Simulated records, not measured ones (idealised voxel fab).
Module name: voxel ribs on slabs (process module)
For reference, the cross-section in this document is cut, with width 220 nm and square cells of 5 nm.
For the purposes of this document, a cross-section shall be understood as a grid of square cells, specified as bands listed in top-to-bottom order, each band consisting of one or more rows of cells.
Per band: top height and bottom height in nm, followed by the left-to-right materials and their widths in nm; "edge to edge" marks a single material spanning edge to edge, "air" marks empty space.
Measure heights from 0. That's the level where, below it, the as-received wafer is all one material. The lowest band is bottomless and extends downward; write it as in "top 0, no bottom".
A width such as "30..40" changes by the same amount from each row of cells to the next, from the band's top row to its bottom row.
Where the words "left unchanged" appear for a step, the cross-section shows no cell changed by that step; every cell remained as before.
Empty spaces counting at least 8 cells and having no open way to the top are listed in "Entrapped voids". The notation width x height at distance is used for each, the distance being from the left edge and all three values in nm.
Past the settings on a step's line: simulator remark, on that step.
You can add "overlay nm" to a step's line. For a step with a mask, it describes how far the mask lay to the right of its planned position, and a negative number describes a lay to the left.

The planned process steps are enumerated hereunder
1 RECEIVE | material Si
2 DIRECTIONAL_DEP | material SiO2 | thk nm 30
3 DIRECTIONAL_DEP | material SiN | thk nm 15
4 MASKED_ETCH | tone cover | mask id RIB | width nm 15 | etch materials SiN | depth nm 10 | overlay nm 0
5 PATTERN | tone cover | mask id SLAB | material resist | width nm 55 | thk nm 20 | overlay nm 0
6 DIRECTIONAL_ETCH | etch materials SiN | depth nm 5
7 STRIP | etch materials resist
8 FILL_DEP | material SiO2 | thk nm 25
9 CMP | height nm 60
10 DIRECTIONAL_DEP | material TiN | thk nm 5
11 DIRECTIONAL_DEP | material aC | thk nm 15
12 PATTERN | tone cover | mask id HEATER | material resist | width nm 25 | thk nm 35 | overlay nm 0
13 DIRECTIONAL_ETCH | etch materials aC | depth nm 15
14 STRIP | etch materials resist
15 DIRECTIONAL_ETCH | etch materials TiN | depth nm 5
16 STRIP | etch materials aC
17 CONFORMAL_DEP | material SiO2 | thk nm 5

As received (post step 1): cross-section
top 0, no bottom: Si edge to edge
Entrapped voids: none

Cross-sectional image of the first of two wafers at the end of the module, the run having proceeded as planned
top 70, bottom 65: air 90, then SiO2 35, then air 95
top 65, bottom 60: SiO2 95, then TiN 25, then SiO2 100
top 60, bottom 45: SiO2 edge to edge
top 45, bottom 35: SiO2 100, then SiN 15, then SiO2 105
top 35, bottom 30: SiO2 80, then SiN 55, then SiO2 85
top 30, bottom 0: SiO2 edge to edge
top 0, no bottom: Si edge to edge
Entrapped voids: none

Cross-section, second wafer: same start as the first, same plan as the first, one mistake in running it; taken at the end of the module
top 70, bottom 65: air 85, then SiO2 45, then air 90
top 65, bottom 60: SiO2 90, then TiN 35, then SiO2 95
top 60, bottom 45: SiO2 edge to edge
top 45, bottom 35: SiO2 100, then SiN 15, then SiO2 105
top 35, bottom 30: SiO2 80, then SiN 55, then SiO2 85
top 30, bottom 0: SiO2 edge to edge
top 0, no bottom: Si edge to edge
Entrapped voids: none
So what did we get wrong on this run? step 12 deviated from plan and actually ran as PATTERN | tone cover | mask id HEATER | material resist | width nm 35 | thk nm 35 | overlay nm 0
Upon completion, the second wafer contains, in terms of cells, a greater or smaller amount of certain materials than the first wafer: TiN +2
